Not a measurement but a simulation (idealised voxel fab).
You're looking at the process module voxel transistor to metal.
For reference, the cross-section in this document is cut, with width 270 nm and square cells of 5 nm.
A cross-section in this document is a grid of square cells, and it is written down as bands, the top band listed before the ones below it; a band is made up of one or more rows of cells.
It is stipulated that each band's entry specify, in nanometres, the height of the top of the band and then that of its bottom, followed by the materials of the band in left-to-right sequence, each together with its width in nanometres. A single material marked by the word "throughout" is understood to fill the band from edge to edge; the word "air" is understood to denote empty space.
It should be noted that heights are counted from 0, beneath which the wafer as supplied is of one material throughout, and that the lowest band possesses no lower boundary but continues downward, as written in "0..down".
So if you see something like "30 to 40" for the width, read it as the top row of the band sitting at the first number and the bottom row at the second, with every row in between moving by the same amount as the last.
The cross-section has no changed cell in any step marked "stayed the same".
Entry "Internal closed voids" = empty spaces >= 8 cells with no open way to the top; each as width x height at distance, distance from left edge, all nm.
The remark found on a step's line after its settings is issued by the simulator itself and pertains to that step.
overlay nm, on a step with a mask: how far to the right of its planned place the mask lay; to the left if negative
-- This section lists the process steps that were planned
| 1 | RECEIVE with material Si |
| 2 | CONFORMAL_DEP with material SiO2, thk nm 5 |
| 3 | CONFORMAL_DEP with material SiN, thk nm 15 |
| 4 | DIRECTIONAL_DEP with material aC, thk nm 10 |
| 5 | PATTERN with tone cover, mask id ACTIVE, material resist, width nm 105, pitch nm 135, thk nm 25, overlay nm 0 |
| 6 | DIRECTIONAL_ETCH with etch materials aC, depth nm 10 |
| 7 | STRIP with etch materials resist |
| 8 | DIRECTIONAL_ETCH with etch materials SiN, depth nm 15 |
| 9 | DIRECTIONAL_ETCH with etch materials SiO2, depth nm 5 |
| 10 | DIRECTIONAL_ETCH with etch materials Si, depth nm 20 |
| 11 | STRIP with etch materials aC |
| 12 | FILL_DEP with material SiO2, thk nm 5 |
| 13 | CMP with height nm 20 |
| 14 | SELECTIVE_ETCH with etch materials SiO2, depth nm 10 |
| 15 | STRIP with etch materials SiN |
| 16 | SELECTIVE_ETCH with etch materials SiO2, depth nm 5 |
| 17 | OXIDIZE with depth nm 5 |
| 18 | DIRECTIONAL_DEP with material polySi, thk nm 30 |
| 19 | DIRECTIONAL_DEP with material SiCN, thk nm 10 |
| 20 | MASKED_ETCH with tone cover, mask id GATE, width nm 15, pitch nm 135, etch materials SiCN, depth nm 20, overlay nm 0 |
| 21 | MASKED_ETCH with tone cover, mask id GATE, width nm 15, pitch nm 135, etch materials polySi, depth nm 40, overlay nm 0 |
| 22 | CONFORMAL_DEP with material SiN, thk nm 10 |
| 23 | DIRECTIONAL_ETCH with etch materials SiN, depth nm 10 |
| 24 | DIRECTIONAL_ETCH with etch materials SiO2, depth nm 5 |
| 25 | DIRECTIONAL_ETCH with etch materials Si, depth nm 10 |
| 26 | EPI with material nSi, thk nm 10 |
| 27 | FILL_DEP with material SiO2, thk nm 10 |
| 28 | CMP with height nm 40 |
| 29 | DIRECTIONAL_DEP with material SiO2, thk nm 10 |
| 30 | PATTERN with tone open, mask id CONTACT, material resist, width nm 30, thk nm 15, overlay nm 0 |
| 31 | DIRECTIONAL_ETCH with etch materials SiO2, depth nm 55 |
| 32 | STRIP with etch materials resist |
| 33 | CONFORMAL_DEP with material TiN, thk nm 5 |
| 34 | FILL_DEP with material W, thk nm 5 |
| 35 | CMP with height nm 50 |
| 36 | CONFORMAL_DEP with material SiCN, thk nm 5 |
| 37 | DIRECTIONAL_DEP with material lowk, thk nm 20 |
| 38 | PATTERN with tone open, mask id METAL_1, material resist, width nm 15, thk nm 20, overlay nm 0 |
| 39 | DIRECTIONAL_ETCH with etch materials lowk, depth nm 20 |
| 40 | DIRECTIONAL_ETCH with etch materials SiCN, depth nm 5 |
| 41 | STRIP with etch materials resist |
| 42 | CONFORMAL_DEP with material TiN, thk nm 5 |
| 43 | FILL_DEP with material Cu, thk nm 5 |
| 44 | CMP with height nm 75 |
| 45 | EPI with material Ru, thk nm 5 |
| 46 | FILL_DEP with material SiCN, thk nm 5 |
-- The first of the two wafers, which ran as planned
-- So this is the incoming wafer in cross-section - it's already been through step 1
  0..down = Si throughout
  Internal closed voids: none
-- Cross-sectional representation of the wafer at the conclusion of step 2
  5..0 = SiO2 throughout
  All layers under 0 are left as they were.
-- Cross-sectional representation of the wafer at the conclusion of step 3
  20..5 = SiN throughout
  All layers under 5 are left as they were.
-- Cross-sectional representation of the wafer at the conclusion of step 4
  30..20 = aC throughout
  All layers under 20 are left as they were.
-- Cross-sectional representation of the wafer at the conclusion of step 5
  55..30 = 15 of air; 105 of resist; 30 of air; 105 of resist; 15 of air
  All layers under 30 are left as they were.
-- Cross-sectional representation of the wafer at the conclusion of step 6
  45..30 = 15 of air; 105 of resist; 30 of air; 105 of resist; 15 of air
  30..20 = 15 of air; 105 of aC; 30 of air; 105 of aC; 15 of air
  All layers under 20 are left as they were.
-- Cross-sectional representation of the wafer at the conclusion of step 7
  30..20 = 15 of air; 105 of aC; 30 of air; 105 of aC; 15 of air
  All layers under 20 are left as they were.
-- Cross-sectional representation of the wafer at the conclusion of step 8
  30..20 = 15 of air; 105 of aC; 30 of air; 105 of aC; 15 of air
  20..5 = 15 of air; 105 of SiN; 30 of air; 105 of SiN; 15 of air
  All layers under 5 are left as they were.
-- Cross-sectional representation of the wafer at the conclusion of step 9
  30..20 = 15 of air; 105 of aC; 30 of air; 105 of aC; 15 of air
  20..5 = 15 of air; 105 of SiN; 30 of air; 105 of SiN; 15 of air
  5..0 = 15 of air; 105 of SiO2; 30 of air; 105 of SiO2; 15 of air
  All layers under 0 are left as they were.
-- Cross-sectional representation of the wafer at the conclusion of step 10
  30..20 = 15 of air; 105 of aC; 30 of air; 105 of aC; 15 of air
  20..5 = 15 of air; 105 of SiN; 30 of air; 105 of SiN; 15 of air
  5..0 = 15 of air; 105 of SiO2; 30 of air; 105 of SiO2; 15 of air
  0..-20 = 15 of air; 105 of Si; 30 of air; 105 of Si; 15 of air
  All layers under -20 are left as they were.
-- Cross-sectional representation of the wafer at the conclusion of step 11
  20..5 = 15 of air; 105 of SiN; 30 of air; 105 of SiN; 15 of air
  All layers under 5 are left as they were.
-- Cross-sectional representation of the wafer at the conclusion of step 12
  25..20 = SiO2 throughout
  20..5 = 15 of SiO2; 105 of SiN; 30 of SiO2; 105 of SiN; 15 of SiO2
  5..0 = SiO2 throughout
  0..-20 = 15 of SiO2; 105 of Si; 30 of SiO2; 105 of Si; 15 of SiO2
  All layers under -20 are left as they were.
-- Cross-sectional representation of the wafer at the conclusion of step 13
  20..5 = 15 of SiO2; 105 of SiN; 30 of SiO2; 105 of SiN; 15 of SiO2
  All layers under 5 are left as they were.
-- Cross-sectional representation of the wafer at the conclusion of step 14
  20..10 = 15 of air; 105 of SiN; 30 of air; 105 of SiN; 15 of air
  All layers under 10 are left as they were.
-- Cross-sectional representation of the wafer at the conclusion of step 15
  10..5 = 15 of SiO2; 105 of air; 30 of SiO2; 105 of air; 15 of SiO2
  All layers under 5 are left as they were.
-- Cross-sectional representation of the wafer at the conclusion of step 16
  5..0 = 10 of SiO2; 115 of air; 20 of SiO2; 115 of air; 10 of SiO2
  All layers under 0 are left as they were.
-- Cross-sectional representation of the wafer at the conclusion of step 17
  5..0 = 10 of SiO2; 115 of air; 20 of SiO2; 115 of air; 10 of SiO2
  0..-5 = SiO2 throughout
  All layers under -5 are left as they were.
-- Cross-sectional representation of the wafer at the conclusion of step 18
  35..30 = 10 of polySi; 115 of air; 20 of polySi; 115 of air; 10 of polySi
  30..5 = polySi throughout
  5..0 = 10 of SiO2; 115 of polySi; 20 of SiO2; 115 of polySi; 10 of SiO2
  All layers under 0 are left as they were.
-- Cross-sectional representation of the wafer at the conclusion of step 19
  45..40 = 10 of SiCN; 115 of air; 20 of SiCN; 115 of air; 10 of SiCN
  40..35 = SiCN throughout
  35..30 = 10 of polySi; 115 of SiCN; 20 of polySi; 115 of SiCN; 10 of polySi
  All layers under 30 are left as they were.
-- Cross-sectional representation of the wafer at the conclusion of step 20
  40..35 = 60 of air; 15 of SiCN; 120 of air; 15 of SiCN; 60 of air
  35..30 = 10 of polySi; 50 of air; 15 of SiCN; 50 of air; 20 of polySi; 50 of air; 15 of SiCN; 50 of air; 10 of polySi
  All layers under 30 are left as they were.
-- Cross-sectional representation of the wafer at the conclusion of step 21
  40..30 = 60 of air; 15 of SiCN; 120 of air; 15 of SiCN; 60 of air
  30..5 = 60 of air; 15 of polySi; 120 of air; 15 of polySi; 60 of air
  5..0 = 10 of SiO2; 50 of air; 15 of polySi; 50 of air; 20 of SiO2; 50 of air; 15 of polySi; 50 of air; 10 of SiO2
  All layers under 0 are left as they were.
-- Cross-sectional representation of the wafer at the conclusion of step 22
  50..40 = 50 of air; 35 of SiN; 100 of air; 35 of SiN; 50 of air
  40..30 = 50 of air; 10 of SiN; 15 of SiCN; 10 of SiN; 100 of air; 10 of SiN; 15 of SiCN; 10 of SiN; 50 of air
  30..15 = 50 of air; 10 of SiN; 15 of polySi; 10 of SiN; 100 of air; 10 of SiN; 15 of polySi; 10 of SiN; 50 of air
  15..10 = 20 of SiN; 30 of air; 10 of SiN; 15 of polySi; 10 of SiN; 30 of air; 40 of SiN; 30 of air; 10 of SiN; 15 of polySi; 10 of SiN; 30 of air; 20 of SiN
  10..5 = 60 of SiN; 15 of polySi; 120 of SiN; 15 of polySi; 60 of SiN
  5..0 = 10 of SiO2; 50 of SiN; 15 of polySi; 50 of SiN; 20 of SiO2; 50 of SiN; 15 of polySi; 50 of SiN; 10 of SiO2
  All layers under 0 are left as they were.
-- Cross-sectional representation of the wafer at the conclusion of step 23
  40..30 = 50 of air; 10 of SiN; 15 of SiCN; 10 of SiN; 100 of air; 10 of SiN; 15 of SiCN; 10 of SiN; 50 of air
  30..5 = 50 of air; 10 of SiN; 15 of polySi; 10 of SiN; 100 of air; 10 of SiN; 15 of polySi; 10 of SiN; 50 of air
  5..0 = 10 of SiO2; 10 of SiN; 30 of air; 10 of SiN; 15 of polySi; 10 of SiN; 30 of air; 10 of SiN; 20 of SiO2; 10 of SiN; 30 of air; 10 of SiN; 15 of polySi; 10 of SiN; 30 of air; 10 of SiN; 10 of SiO2
  All layers under 0 are left as they were.
-- Cross-sectional representation of the wafer at the conclusion of step 24
  40..30 = 50 of air; 10 of SiN; 15 of SiCN; 10 of SiN; 100 of air; 10 of SiN; 15 of SiCN; 10 of SiN; 50 of air
  30..5 = 50 of air; 10 of SiN; 15 of polySi; 10 of SiN; 100 of air; 10 of SiN; 15 of polySi; 10 of SiN; 50 of air
  5..0 = 10 of air; 10 of SiN; 30 of air; 10 of SiN; 15 of polySi; 10 of SiN; 30 of air; 10 of SiN; 20 of air; 10 of SiN; 30 of air; 10 of SiN; 15 of polySi; 10 of SiN; 30 of air; 10 of SiN; 10 of air
  0..-5 = 20 of SiO2; 30 of air; 35 of SiO2; 30 of air; 40 of SiO2; 30 of air; 35 of SiO2; 30 of air; 20 of SiO2
  All layers under -5 are left as they were.
-- Cross-sectional representation of the wafer at the conclusion of step 25
  40..30 = 50 of air; 10 of SiN; 15 of SiCN; 10 of SiN; 100 of air; 10 of SiN; 15 of SiCN; 10 of SiN; 50 of air
  30..5 = 50 of air; 10 of SiN; 15 of polySi; 10 of SiN; 100 of air; 10 of SiN; 15 of polySi; 10 of SiN; 50 of air
  5..0 = 10 of air; 10 of SiN; 30 of air; 10 of SiN; 15 of polySi; 10 of SiN; 30 of air; 10 of SiN; 20 of air; 10 of SiN; 30 of air; 10 of SiN; 15 of polySi; 10 of SiN; 30 of air; 10 of SiN; 10 of air
  0..-5 = 20 of SiO2; 30 of air; 35 of SiO2; 30 of air; 40 of SiO2; 30 of air; 35 of SiO2; 30 of air; 20 of SiO2
  -5..-15 = 15 of SiO2; 5 of Si; 30 of air; 35 of Si; 30 of air; 5 of Si; 30 of SiO2; 5 of Si; 30 of air; 35 of Si; 30 of air; 5 of Si; 15 of SiO2
  All layers under -15 are left as they were.
-- Cross-sectional representation of the wafer at the conclusion of step 26
  40..30 = 50 of air; 10 of SiN; 15 of SiCN; 10 of SiN; 100 of air; 10 of SiN; 15 of SiCN; 10 of SiN; 50 of air
  30..5 = 50 of air; 10 of SiN; 15 of polySi; 10 of SiN; 100 of air; 10 of SiN; 15 of polySi; 10 of SiN; 50 of air
  5..0 = 10 of air; 10 of SiN; 10 of nSi; 10 of air; 10 of nSi; 10 of SiN; 15 of polySi; 10 of SiN; 10 of nSi; 10 of air; 10 of nSi; 10 of SiN; 20 of air; 10 of SiN; 10 of nSi; 10 of air; 10 of nSi; 10 of SiN; 15 of polySi; 10 of SiN; 10 of nSi; 10 of air; 10 of nSi; 10 of SiN; 10 of air
  0..-5 = 20 of SiO2; 10 of nSi; 10 of air; 10 of nSi; 35 of SiO2; 10 of nSi; 10 of air; 10 of nSi; 40 of SiO2; 10 of nSi; 10 of air; 10 of nSi; 35 of SiO2; 10 of nSi; 10 of air; 10 of nSi; 20 of SiO2
  -5..-15 = 15 of SiO2; 5 of Si; 30 of nSi; 35 of Si; 30 of nSi; 5 of Si; 30 of SiO2; 5 of Si; 30 of nSi; 35 of Si; 30 of nSi; 5 of Si; 15 of SiO2
  All layers under -15 are left as they were.
-- Cross-sectional representation of the wafer at the conclusion of step 27
  50..40 = SiO2 throughout
  40..30 = 50 of SiO2; 10 of SiN; 15 of SiCN; 10 of SiN; 100 of SiO2; 10 of SiN; 15 of SiCN; 10 of SiN; 50 of SiO2
  30..5 = 50 of SiO2; 10 of SiN; 15 of polySi; 10 of SiN; 100 of SiO2; 10 of SiN; 15 of polySi; 10 of SiN; 50 of SiO2
  5..0 = 10 of SiO2; 10 of SiN; 10 of nSi; 10 of SiO2; 10 of nSi; 10 of SiN; 15 of polySi; 10 of SiN; 10 of nSi; 10 of SiO2; 10 of nSi; 10 of SiN; 20 of SiO2; 10 of SiN; 10 of nSi; 10 of SiO2; 10 of nSi; 10 of SiN; 15 of polySi; 10 of SiN; 10 of nSi; 10 of SiO2; 10 of nSi; 10 of SiN; 10 of SiO2
  0..-5 = 20 of SiO2; 10 of nSi; 10 of SiO2; 10 of nSi; 35 of SiO2; 10 of nSi; 10 of SiO2; 10 of nSi; 40 of SiO2; 10 of nSi; 10 of SiO2; 10 of nSi; 35 of SiO2; 10 of nSi; 10 of SiO2; 10 of nSi; 20 of SiO2
  All layers under -5 are left as they were.
-- Cross-sectional representation of the wafer at the conclusion of step 28
  40..30 = 50 of SiO2; 10 of SiN; 15 of SiCN; 10 of SiN; 100 of SiO2; 10 of SiN; 15 of SiCN; 10 of SiN; 50 of SiO2
  All layers under 30 are left as they were.
-- Cross-sectional representation of the wafer at the conclusion of step 29
  50..40 = SiO2 throughout
  All layers under 40 are left as they were.
-- Cross-sectional representation of the wafer at the conclusion of step 30
  65..50 = 25 of resist; 30 of air; 25 of resist; 30 of air; 50 of resist; 30 of air; 25 of resist; 30 of air; 25 of resist
  All layers under 50 are left as they were.
-- Cross-sectional representation of the wafer at the conclusion of step 31
  65..50 = 25 of resist; 30 of air; 25 of resist; 30 of air; 50 of resist; 30 of air; 25 of resist; 30 of air; 25 of resist
  50..40 = 25 of SiO2; 30 of air; 25 of SiO2; 30 of air; 50 of SiO2; 30 of air; 25 of SiO2; 30 of air; 25 of SiO2
  40..30 = 25 of SiO2; 25 of air; 10 of SiN; 15 of SiCN; 10 of SiN; 25 of air; 50 of SiO2; 25 of air; 10 of SiN; 15 of SiCN; 10 of SiN; 25 of air; 25 of SiO2
  30..5 = 25 of SiO2; 25 of air; 10 of SiN; 15 of polySi; 10 of SiN; 25 of air; 50 of SiO2; 25 of air; 10 of SiN; 15 of polySi; 10 of SiN; 25 of air; 25 of SiO2
  5..0 = 10 of SiO2; 10 of SiN; 10 of nSi; 10 of air; 10 of nSi; 10 of SiN; 15 of polySi; 10 of SiN; 10 of nSi; 10 of air; 10 of nSi; 10 of SiN; 20 of SiO2; 10 of SiN; 10 of nSi; 10 of air; 10 of nSi; 10 of SiN; 15 of polySi; 10 of SiN; 10 of nSi; 10 of air; 10 of nSi; 10 of SiN; 10 of SiO2
  0..-5 = 20 of SiO2; 10 of nSi; 10 of air; 10 of nSi; 35 of SiO2; 10 of nSi; 10 of air; 10 of nSi; 40 of SiO2; 10 of nSi; 10 of air; 10 of nSi; 35 of SiO2; 10 of nSi; 10 of air; 10 of nSi; 20 of SiO2
  All layers under -5 are left as they were.
-- Cross-sectional representation of the wafer at the conclusion of step 32
  50..40 = 25 of SiO2; 30 of air; 25 of SiO2; 30 of air; 50 of SiO2; 30 of air; 25 of SiO2; 30 of air; 25 of SiO2
  All layers under 40 are left as they were.
-- Cross-sectional representation of the wafer at the conclusion of step 33
  55..50 = 30 of TiN; 20 of air; 35 of TiN; 20 of air; 60 of TiN; 20 of air; 35 of TiN; 20 of air; 30 of TiN
  50..40 = 25 of SiO2; 5 of TiN; 20 to 15 of air; 5 to 10 of TiN; 25 of SiO2; 5 to 10 of TiN; 20 to 15 of air; 5 of TiN; 50 of SiO2; 5 of TiN; 20 to 15 of air; 5 to 10 of TiN; 25 of SiO2; 5 to 10 of TiN; 20 to 15 of air; 5 of TiN; 25 of SiO2
  40..30 = 25 of SiO2; 5 of TiN; 15 of air; 5 of TiN; 10 of SiN; 15 of SiCN; 10 of SiN; 5 of TiN; 15 of air; 5 of TiN; 50 of SiO2; 5 of TiN; 15 of air; 5 of TiN; 10 of SiN; 15 of SiCN; 10 of SiN; 5 of TiN; 15 of air; 5 of TiN; 25 of SiO2
  30..10 = 25 of SiO2; 5 of TiN; 15 of air; 5 of TiN; 10 of SiN; 15 of polySi; 10 of SiN; 5 of TiN; 15 of air; 5 of TiN; 50 of SiO2; 5 of TiN; 15 of air; 5 of TiN; 10 of SiN; 15 of polySi; 10 of SiN; 5 of TiN; 15 of air; 5 of TiN; 25 of SiO2
  10..5 = 25 of SiO2; 25 of TiN; 10 of SiN; 15 of polySi; 10 of SiN; 25 of TiN; 50 of SiO2; 25 of TiN; 10 of SiN; 15 of polySi; 10 of SiN; 25 of TiN; 25 of SiO2
  5..0 = 10 of SiO2; 10 of SiN; 10 of nSi; 10 of TiN; 10 of nSi; 10 of SiN; 15 of polySi; 10 of SiN; 10 of nSi; 10 of TiN; 10 of nSi; 10 of SiN; 20 of SiO2; 10 of SiN; 10 of nSi; 10 of TiN; 10 of nSi; 10 of SiN; 15 of polySi; 10 of SiN; 10 of nSi; 10 of TiN; 10 of nSi; 10 of SiN; 10 of SiO2
  0..-5 = 20 of SiO2; 10 of nSi; 10 of TiN; 10 of nSi; 35 of SiO2; 10 of nSi; 10 of TiN; 10 of nSi; 40 of SiO2; 10 of nSi; 10 of TiN; 10 of nSi; 35 of SiO2; 10 of nSi; 10 of TiN; 10 of nSi; 20 of SiO2
  All layers under -5 are left as they were.
-- Cross-sectional representation of the wafer at the conclusion of step 34
  60..55 = W throughout
  55..50 = 30 of TiN; 20 of W; 35 of TiN; 20 of W; 60 of TiN; 20 of W; 35 of TiN; 20 of W; 30 of TiN
  50..40 = 25 of SiO2; 5 of TiN; 20 to 15 of W; 5 to 10 of TiN; 25 of SiO2; 5 to 10 of TiN; 20 to 15 of W; 5 of TiN; 50 of SiO2; 5 of TiN; 20 to 15 of W; 5 to 10 of TiN; 25 of SiO2; 5 to 10 of TiN; 20 to 15 of W; 5 of TiN; 25 of SiO2
  40..30 = 25 of SiO2; 5 of TiN; 15 of W; 5 of TiN; 10 of SiN; 15 of SiCN; 10 of SiN; 5 of TiN; 15 of W; 5 of TiN; 50 of SiO2; 5 of TiN; 15 of W; 5 of TiN; 10 of SiN; 15 of SiCN; 10 of SiN; 5 of TiN; 15 of W; 5 of TiN; 25 of SiO2
  30..10 = 25 of SiO2; 5 of TiN; 15 of W; 5 of TiN; 10 of SiN; 15 of polySi; 10 of SiN; 5 of TiN; 15 of W; 5 of TiN; 50 of SiO2; 5 of TiN; 15 of W; 5 of TiN; 10 of SiN; 15 of polySi; 10 of SiN; 5 of TiN; 15 of W; 5 of TiN; 25 of SiO2
  All layers under 10 are left as they were.
-- Cross-sectional representation of the wafer at the conclusion of step 35
  50..40 = 25 of SiO2; 5 of TiN; 20 to 15 of W; 5 to 10 of TiN; 25 of SiO2; 5 to 10 of TiN; 20 to 15 of W; 5 of TiN; 50 of SiO2; 5 of TiN; 20 to 15 of W; 5 to 10 of TiN; 25 of SiO2; 5 to 10 of TiN; 20 to 15 of W; 5 of TiN; 25 of SiO2
  All layers under 40 are left as they were.
-- Cross-sectional representation of the wafer at the conclusion of step 36
  55..50 = SiCN throughout
  All layers under 50 are left as they were.
-- Cross-sectional representation of the wafer at the conclusion of step 37
  75..55 = lowk throughout
  All layers under 55 are left as they were.
-- Cross-sectional representation of the wafer at the conclusion of step 38
  95..75 = 25 of resist; 15 of air; 55 of resist; 15 of air; 50 of resist; 15 of air; 55 of resist; 15 of air; 25 of resist
  All layers under 75 are left as they were.
-- Cross-sectional representation of the wafer at the conclusion of step 39
  95..75 = 25 of resist; 15 of air; 55 of resist; 15 of air; 50 of resist; 15 of air; 55 of resist; 15 of air; 25 of resist
  75..55 = 25 of lowk; 15 of air; 55 of lowk; 15 of air; 50 of lowk; 15 of air; 55 of lowk; 15 of air; 25 of lowk
  All layers under 55 are left as they were.
-- Cross-sectional representation of the wafer at the conclusion of step 40
  95..75 = 25 of resist; 15 of air; 55 of resist; 15 of air; 50 of resist; 15 of air; 55 of resist; 15 of air; 25 of resist
  75..55 = 25 of lowk; 15 of air; 55 of lowk; 15 of air; 50 of lowk; 15 of air; 55 of lowk; 15 of air; 25 of lowk
  55..50 = 25 of SiCN; 15 of air; 55 of SiCN; 15 of air; 50 of SiCN; 15 of air; 55 of SiCN; 15 of air; 25 of SiCN
  All layers under 50 are left as they were.
-- Cross-sectional representation of the wafer at the conclusion of step 41
  75..55 = 25 of lowk; 15 of air; 55 of lowk; 15 of air; 50 of lowk; 15 of air; 55 of lowk; 15 of air; 25 of lowk
  All layers under 55 are left as they were.
-- Cross-sectional representation of the wafer at the conclusion of step 42
  80..75 = 30 of TiN; 5 of air; 65 of TiN; 5 of air; 60 of TiN; 5 of air; 65 of TiN; 5 of air; 30 of TiN
  75..55 = 25 of lowk; 5 of TiN; 5 of air; 5 of TiN; 55 of lowk; 5 of TiN; 5 of air; 5 of TiN; 50 of lowk; 5 of TiN; 5 of air; 5 of TiN; 55 of lowk; 5 of TiN; 5 of air; 5 of TiN; 25 of lowk
  55..50 = 25 of SiCN; 15 of TiN; 55 of SiCN; 15 of TiN; 50 of SiCN; 15 of TiN; 55 of SiCN; 15 of TiN; 25 of SiCN
  All layers under 50 are left as they were.
-- Cross-sectional representation of the wafer at the conclusion of step 43
  85..80 = Cu throughout
  80..75 = 30 of TiN; 5 of Cu; 65 of TiN; 5 of Cu; 60 of TiN; 5 of Cu; 65 of TiN; 5 of Cu; 30 of TiN
  75..55 = 25 of lowk; 5 of TiN; 5 of Cu; 5 of TiN; 55 of lowk; 5 of TiN; 5 of Cu; 5 of TiN; 50 of lowk; 5 of TiN; 5 of Cu; 5 of TiN; 55 of lowk; 5 of TiN; 5 of Cu; 5 of TiN; 25 of lowk
  All layers under 55 are left as they were.
-- Cross-sectional representation of the wafer at the conclusion of step 44
  75..55 = 25 of lowk; 5 of TiN; 5 of Cu; 5 of TiN; 55 of lowk; 5 of TiN; 5 of Cu; 5 of TiN; 50 of lowk; 5 of TiN; 5 of Cu; 5 of TiN; 55 of lowk; 5 of TiN; 5 of Cu; 5 of TiN; 25 of lowk
  All layers under 55 are left as they were.
-- Cross-sectional representation of the wafer at the conclusion of step 45
  80..75 = 20 of air; 25 of Ru; 45 of air; 25 of Ru; 40 of air; 25 of Ru; 45 of air; 25 of Ru; 20 of air
  All layers under 75 are left as they were.
-- Cross-sectional representation of the wafer at the conclusion of step 46
  85..80 = SiCN throughout
  80..75 = 20 of SiCN; 25 of Ru; 45 of SiCN; 25 of Ru; 40 of SiCN; 25 of Ru; 45 of SiCN; 25 of Ru; 20 of SiCN
  All layers under 75 are left as they were.
-- Second wafer: same start and same plan as the first, one execution error; identical to the first through step 42
-- Second wafer cross-section, taken as of the time the plan sets for step 43 to be done
  85..80 = lowk throughout
  80..75 = 30 of TiN; 5 of lowk; 65 of TiN; 5 of lowk; 60 of TiN; 5 of lowk; 65 of TiN; 5 of lowk; 30 of TiN
  75..55 = 25 of lowk; 5 of TiN; 5 of lowk; 5 of TiN; 55 of lowk; 5 of TiN; 5 of lowk; 5 of TiN; 50 of lowk; 5 of TiN; 5 of lowk; 5 of TiN; 55 of lowk; 5 of TiN; 5 of lowk; 5 of TiN; 25 of lowk
  All layers under 55 are left as they were.
-- Second wafer cross-section, taken as of the time the plan sets for step 44 to be done
  75..55 = 25 of lowk; 5 of TiN; 5 of lowk; 5 of TiN; 55 of lowk; 5 of TiN; 5 of lowk; 5 of TiN; 50 of lowk; 5 of TiN; 5 of lowk; 5 of TiN; 55 of lowk; 5 of TiN; 5 of lowk; 5 of TiN; 25 of lowk
  All layers under 55 are left as they were.
-- Second wafer cross-section, taken as of the time the plan sets for step 45 to be done
  80..75 = 20 of air; 25 of Ru; 45 of air; 25 of Ru; 40 of air; 25 of Ru; 45 of air; 25 of Ru; 20 of air
  All layers under 75 are left as they were.
-- Second wafer cross-section, taken as of the time the plan sets for step 46 to be done
  85..80 = SiCN throughout
  80..75 = 20 of SiCN; 25 of Ru; 45 of SiCN; 25 of Ru; 40 of SiCN; 25 of Ru; 45 of SiCN; 25 of Ru; 20 of SiCN
  All layers under 75 are left as they were.
The mistake made against the process plan was this: step 43 was run on a setting that differed from the plan, and what really ran there is FILL_DEP with material lowk, thk nm 5
Per the end-of-run cell counts, the second wafer holds more or fewer of some materials than the first: Cu: 16 fewer, lowk: 16 more
